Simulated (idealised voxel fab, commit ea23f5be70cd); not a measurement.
This section sets out a process module, namely voxel double patterning.
Shown is cross-section cut, with a width of 265 nm and square cells of size 5 nm.
Cross-section layout: square cells on a grid; listed as bands, top to bottom; a band spans one or more cell rows. Basically the band line says how high the top is and how high the bottom is, in nm, and then what's in it from left to right, every material with its width in nm. Empty space shows up as "empty", and if a single material carries "edge to edge" it runs the full band edge to edge. A quick word on heights: they are counted from 0, and under that level the wafer as it came to us is one material throughout. The lowest band is different from the rest in having no bottom; it simply continues downward, written as in "top 0, no bottom". Note: "30->40" means the width goes from the first number (top row of the band) to the second number (bottom row) in equal steps per row of cells. A step reported as "no change" is a step in which no cell of the cross-section changed. Under "Fully enclosed voids" you'll find the enclosed gaps, the ones with no way out to the top, that are 8 cells or bigger; each reads width x height at distance, with distance counted from the left edge, everything in nm. Post-settings text on a step line: simulator's own remark regarding the step. overlay nm: where the mask lay relative to plan, measured to the right, on steps with a mask; negatives go left.
THIS SECTION LISTS THE PROCESS STEPS THAT WERE PLANNED
1 RECEIVE,material Si
2 CONFORMAL_DEP,material SiO2,thk nm 5
3 DIRECTIONAL_DEP,material W,thk nm 15
4 DIRECTIONAL_DEP,material SiCN,thk nm 10
5 MASKED_ETCH,tone open,mask id FIRST,width nm 15,pitch nm 50,etch materials SiCN,depth nm 10,overlay nm 0
6 MASKED_ETCH,tone open,mask id SECOND,width nm 15,etch materials SiCN,depth nm 10,overlay nm 0
7 DIRECTIONAL_ETCH,etch materials W,depth nm 15
8 STRIP,etch materials SiCN
INCOMING WAFER IN CROSS-SECTION (STATE: AFTER STEP 1)
  top 0, no bottom  Si edge to edge
  Fully enclosed voids: none
FIRST OF TWO WAFERS AT THE END OF THE MODULE, SHOWN IN CROSS-SECTION; RUN CARRIED OUT AS PLANNED
  top 20, bottom 5  100 of W  15 of empty  10 of W  15 of empty  10 of W  15 of empty  100 of W
  top 5, bottom 0  SiO2 edge to edge
  top 0, no bottom  Si edge to edge
  Fully enclosed voids: none
END-OF-MODULE CROSS-SECTION OF THE SECOND WAFER: IDENTICAL STARTING POINT AND PROCESS PLAN TO THE FIRST, WITH ONE PROCESSING MISTAKE
  top 35, bottom 20  100 of W  15 of empty  10 of W  15 of empty  10 of W  15 of empty  100 of W
  top 20, bottom 5  W edge to edge
  top 5, bottom 0  SiO2 edge to edge
  top 0, no bottom  Si edge to edge
  Fully enclosed voids: none
Plan not followed: yeah, plan step 3 got run twice
Cell-count delta at end, second wafer over first, by material: W: 159 more
